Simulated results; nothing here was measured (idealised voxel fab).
This section sets out a process module, namely voxel trench capacitor.
FYI the section here is cut, 185 nm wide, cells are 5 nm squares.
Cross-sections here: square-cell grids, written as top-down lists of bands, a band being one or more rows of cells.
Top, bottom (nm), then materials left to right with widths (nm); lone material tagged "throughout" fills the whole band edge to edge; "blank" = empty space.
Counting heights begins at 0, where everything beneath is, in the wafer as received, one material. The lowest band has no bottom; it goes on downwards, as "top 0, no bottom" shows.
So if you see something like "30->40" for the width, read it as the top row of the band sitting at the first number and the bottom row at the second, with every row in between moving by the same amount as the last.
Basically "no alterations made" means that step didn't change any cell in the cross-section.
Any empty space of 8 cells or more lacking an open way to the top shows up in "Enclosed voids" as width x height at distance, distance from the left edge, in nm.
Note: text after step settings on the step line = simulator remark on that step.
Regarding "overlay nm": on a step with a mask, it is the distance the mask lay to the right of its planned place; a negative value places it to the left.
So here's the lineup of process steps we planned:
1 RECEIVE [material Si]
2 CONFORMAL_DEP [material SiN] [thk nm 5]
3 PATTERN [tone open] [mask id TRENCH] [material resist] [width nm 30] [pitch nm 50] [thk nm 20] [overlay nm 0]
4 DIRECTIONAL_ETCH [etch materials SiN] [depth nm 5]
5 DIRECTIONAL_ETCH [etch materials Si] [depth nm 25]
6 STRIP [etch materials resist]
7 CONFORMAL_DEP [material Al2O3] [thk nm 5]
8 CONFORMAL_DEP [material TiN] [thk nm 5]
9 FILL_DEP [material W] [thk nm 10]
10 CMP [height nm 5]
This is the cross-section of the wafer as we received it, i.e. after step 1:
* top 0, no bottom | Si throughout
* Enclosed voids: none
Post-module cross-section: identical start and plan to those above, one misstep in execution:
* top 5, bottom 0 | W: 15, then TiN: 5, then Al2O3: 5, then SiN: 30, then Al2O3: 5, then TiN: 10, then Al2O3: 5, then SiN: 30, then Al2O3: 5, then TiN: 10, then Al2O3: 5, then SiN: 30, then Al2O3: 5, then TiN: 5, then W: 20
* top 0, bottom -15 | W: 15, then TiN: 5, then Al2O3: 5, then Si: 30, then Al2O3: 5, then TiN: 10, then Al2O3: 5, then Si: 30, then Al2O3: 5, then TiN: 10, then Al2O3: 5, then Si: 30, then Al2O3: 5, then TiN: 5, then W: 20
* top -15, bottom -20 | TiN: 20, then Al2O3: 5, then Si: 30, then Al2O3: 5, then TiN: 10, then Al2O3: 5, then Si: 30, then Al2O3: 5, then TiN: 10, then Al2O3: 5, then Si: 30, then Al2O3: 5, then TiN: 25
* top -20, bottom -25 | Al2O3: 25, then Si: 30, then Al2O3: 20, then Si: 30, then Al2O3: 20, then Si: 30, then Al2O3: 30
* top -25, no bottom | Si throughout
* Enclosed voids: none
What was the processing mistake? step 3 went in with a setting other than planned; the actual run was PATTERN [tone cover] [mask id TRENCH] [material resist] [width nm 30] [pitch nm 50] [thk nm 20] [overlay nm 0]
